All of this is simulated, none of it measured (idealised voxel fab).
You're looking at the process module voxel double patterning.
The cross-section shown here is cut; it is 285 nm wide and divided into square cells measuring 5 nm on a side.
A cross-section is written here as square cells arranged in a grid, and it is given in bands from the top down, each band taking up one or more rows of cells. Read a band's entry like this: the first values are the height of its top and the height of its bottom in nm, and what follows is the sequence of materials from left to right, each with its width in nm. Note that "empty" is empty space, and that a single material marked "full width" reaches across the band from edge to edge. Heights are expressed relative to 0, this being the level below which the as-received wafer comprises one material exclusively. The lowest band is unbounded in the downward direction and is denoted as in "0..down". The expression "30..40" gives the width at the extremes of the band, the first number at its top row of cells and the second at its bottom row, with the width changing by equal amounts from each row to the next in between. "no modification" for a step: no cell of the cross-section changed in that step. The label "Unvented voids" introduces a list of the empty spaces, 8 cells or larger, that have no open way up to the top; each entry in it reads width x height at distance, where the distance is taken from the left edge and all three are stated in nm. Note: text after step settings on the step line = simulator remark on that step. overlay nm: on a step with a mask, how far right of its planned place the mask lay; negative means left.

### Steps in the process plan
| 1 | RECEIVE | material Si |
| 2 | CONFORMAL_DEP | material SiO2 | thk nm 5 |
| 3 | DIRECTIONAL_DEP | material W | thk nm 10 |
| 4 | DIRECTIONAL_DEP | material SiCN | thk nm 10 |
| 5 | MASKED_ETCH | tone open | mask id FIRST | width nm 15 | pitch nm 50 | etch materials SiCN | depth nm 10 | overlay nm 0 |
| 6 | DIRECTIONAL_DEP | material aC | thk nm 15 |
| 7 | PATTERN | tone open | mask id SECOND | material resist | width nm 15 | thk nm 30 | overlay nm 0 |
| 8 | DIRECTIONAL_ETCH | etch materials aC | depth nm 15 |
| 9 | STRIP | etch materials resist |
| 10 | DIRECTIONAL_ETCH | etch materials SiCN | depth nm 10 |
| 11 | STRIP | etch materials aC |
| 12 | DIRECTIONAL_ETCH | etch materials W | depth nm 10 |
| 13 | STRIP | etch materials SiCN |

### So this is the incoming wafer in cross-section - it's already been through step 1
- 0..down = Si full width
- Unvented voids: none

### End-of-module XS, first of two wafers, run as planned
- 15..5 = W (110), empty (15), W (10), empty (15), W (10), empty (15), W (110)
- 5..0 = SiO2 full width
- 0..down = Si full width
- Unvented voids: none

### Here is the second of the two wafers cut open at the end of the module - same start, same plan as the first one, but we made one mistake running it
- 15..5 = W (115), empty (15), W (5), empty (15), W (15), empty (15), W (105)
- 5..0 = SiO2 full width
- 0..down = Si full width
- Unvented voids: none
Which mistake was made when the wafer was run? not per plan at step 5, really ran MASKED_ETCH | tone open | mask id FIRST | width nm 15 | pitch nm 50 | etch materials SiCN | depth nm 10 | overlay nm 5
At the end, each material covers as many cells on the second wafer as it does on the first, though the cells it covers are elsewhere.
